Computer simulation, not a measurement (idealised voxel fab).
process module | voxel local oxidation
cross-section cut | 165 nm wide | cells 5 nm
A cross-section is a grid of square cells, given in bands from the top down. A band is one or more rows of cells.
Each band's line starts with the height of the band's top and of its bottom, in nm. Then come its materials from left to right, each with its width in nm. One material with "throughout" fills the band from edge to edge. "air" is empty space.
Height 0 is the level under which the wafer as received is all one material. The lowest band goes on downwards, as in "0 down".
A width such as "30 to 40" changes by the same amount from each row of cells to the next, from the band's top row to its bottom row.
"no change" after a step means that no cell of the cross-section changed.
closed voids: empty space of 8 cells or more with no open way to the top, each as width x height at its distance from the left edge, in nm
after a step's settings: what the simulator itself notes on the step
overlay nm, on a step with a mask: how far to the right of its planned place the mask lay; to the left if negative
plan
1 op RECEIVE | material Si
2 op OXIDIZE | depth nm 5
3 op CONFORMAL_DEP | material SiN | thk nm 15
4 op PATTERN | tone cover | mask id ACTIVE | material resist | width nm 105 | thk nm 15 | overlay nm 0
5 op DIRECTIONAL_ETCH | etch materials SiN | depth nm 15
6 op STRIP | etch materials resist
7 op SELECTIVE_ETCH | etch materials SiO2 | depth nm 5
8 op OXIDIZE | depth nm 15
9 op STRIP | etch materials SiN
as received, after step 1
  0 down: Si throughout
  closed voids: none
a wafer at the end: this start, this plan, one mistake
  0 to -5: SiO2 25 | air 115 | SiO2 25
  -5 to -20: Si 10 | SiO2 145 | Si 10
  -20 down: Si throughout
  closed voids: none
what went wrong: step 4 ran as: op PATTERN | tone open | mask id ACTIVE | material resist | width nm 105 | thk nm 15 | overlay nm 0
